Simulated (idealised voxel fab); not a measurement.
The document below concerns the process module designated voxel self aligned vias.
The cross-section on display is named cut; it measures 265 nm wide, and its cells are 5 nm squares.
Each cross-section below is a grid of square cells, stated as bands in top-down order, with one or more rows of cells making up each band.
Heads up on the band format: heights come first, top then bottom, in nm. After that it's the materials left to right, each with its width in nm. A single material flagged "edge to edge" fills the whole band edge to edge, and "empty" means there's empty space there.
Where do heights start? At 0: under that level the wafer as delivered is made of one material only. And the lowest band has no floor; it just carries on downward, as in "from 0 down".
A width such as "30->40" changes by the same amount from each row of cells to the next, from the band's top row to its bottom row.
Reading "same as before" for a step: not a cell of the cross-section changed in it.
This entry, "Entrapped voids", enumerates those empty regions of no fewer than 8 cells that possess no open connection to the top. Each region is reported in the form width x height at distance, the distance being taken from the left edge, with all three quantities expressed in nm.
Note: text after step settings on the step line = simulator remark on that step.
"overlay nm" answers the question of how far to the right of plan the mask lay on a step that has a mask, and when it is negative the answer is to the left.

The steps planned for the process are as follows
1: RECEIVE: material Si
2: CONFORMAL_DEP: material SiO2, thk nm 15
3: CONFORMAL_DEP: material SiCN, thk nm 5
4: DIRECTIONAL_DEP: material SiO2, thk nm 30
5: MASKED_ETCH: tone open, mask id LINES, width nm 25, pitch nm 70, etch materials SiO2, depth nm 30, overlay nm 0
6: CONFORMAL_DEP: material TiN, thk nm 5
7: FILL_DEP: material W, thk nm 10
8: CMP: height nm 50
9: SELECTIVE_ETCH: etch materials W Ru TiN, depth nm 10
10: FILL_DEP: material SiN, thk nm 10
11: CMP: height nm 50
12: DIRECTIONAL_DEP: material SiO2, thk nm 15
13: DIRECTIONAL_DEP: material aC, thk nm 10
14: PATTERN: tone open, mask id VIAS, material resist, width nm 45, pitch nm 70, thk nm 25, overlay nm 0
15: DIRECTIONAL_ETCH: etch materials aC, depth nm 10
16: STRIP: etch materials resist
17: DIRECTIONAL_ETCH: etch materials SiO2, depth nm 15
18: DIRECTIONAL_ETCH: etch materials SiN, depth nm 10
19: STRIP: etch materials aC
20: CONFORMAL_DEP: material TiN, thk nm 5
21: FILL_DEP: material W, thk nm 10
22: CMP: height nm 65
23: CONFORMAL_DEP: material SiCN, thk nm 5

Wafer at receipt (post step 1), cross-section
- from 0 down: Si edge to edge
- Entrapped voids: none

Module complete - cross-section of the first of two wafers, run according to plan
- from 70 to 65: SiCN edge to edge
- from 65 to 55: 40 SiO2, then 5 TiN, then 35 W, then 5 TiN, then 25 SiO2, then 5 TiN, then 35 W, then 5 TiN, then 25 SiO2, then 5 TiN, then 35 W, then 5 TiN, then 40 SiO2
- from 55 to 45: 40->50 SiO2, then 15->5 TiN, then 15 W, then 15->5 TiN, then 25->45 SiO2, then 15->5 TiN, then 15 W, then 15->5 TiN, then 25->45 SiO2, then 15->5 TiN, then 15 W, then 15->5 TiN, then 40->50 SiO2
- from 45 to 40: 50 SiO2, then 25 TiN, then 45 SiO2, then 25 TiN, then 45 SiO2, then 25 TiN, then 50 SiO2
- from 40 to 25: 50 SiO2, then 5 TiN, then 15 W, then 5 TiN, then 45 SiO2, then 5 TiN, then 15 W, then 5 TiN, then 45 SiO2, then 5 TiN, then 15 W, then 5 TiN, then 50 SiO2
- from 25 to 20: 50 SiO2, then 25 TiN, then 45 SiO2, then 25 TiN, then 45 SiO2, then 25 TiN, then 50 SiO2
- from 20 to 15: SiCN edge to edge
- from 15 to 0: SiO2 edge to edge
- from 0 down: Si edge to edge
- Entrapped voids: none

This is the second of the two wafers, cross-sectioned at the end of the module; it started exactly like the first and was given the same plan, but it was run with one mistake
- from 70 to 65: SiCN edge to edge
- from 65 to 55: 45 SiO2, then 5 TiN, then 35 W, then 5 TiN, then 25 SiO2, then 5 TiN, then 35 W, then 5 TiN, then 25 SiO2, then 5 TiN, then 35 W, then 5 TiN, then 35 SiO2
- from 55 to 45: 45->50 SiO2, then 10->5 TiN, then 15 W, then 20->5 TiN, then 25->45 SiO2, then 10->5 TiN, then 15 W, then 20->5 TiN, then 25->45 SiO2, then 10->5 TiN, then 15 W, then 20->5 TiN, then 35->50 SiO2
- from 45 to 40: 50 SiO2, then 25 TiN, then 45 SiO2, then 25 TiN, then 45 SiO2, then 25 TiN, then 50 SiO2
- from 40 to 25: 50 SiO2, then 5 TiN, then 15 W, then 5 TiN, then 45 SiO2, then 5 TiN, then 15 W, then 5 TiN, then 45 SiO2, then 5 TiN, then 15 W, then 5 TiN, then 50 SiO2
- from 25 to 20: 50 SiO2, then 25 TiN, then 45 SiO2, then 25 TiN, then 45 SiO2, then 25 TiN, then 50 SiO2
- from 20 to 15: SiCN edge to edge
- from 15 to 0: SiO2 edge to edge
- from 0 down: Si edge to edge
- Entrapped voids: none
Error vs. plan: not per plan at step 14, really ran PATTERN: tone open, mask id VIAS, material resist, width nm 45, pitch nm 70, thk nm 25, overlay nm 5
Same inventory, different map: at the end, the second wafer holds as many cells of each material as the first, placed elsewhere.
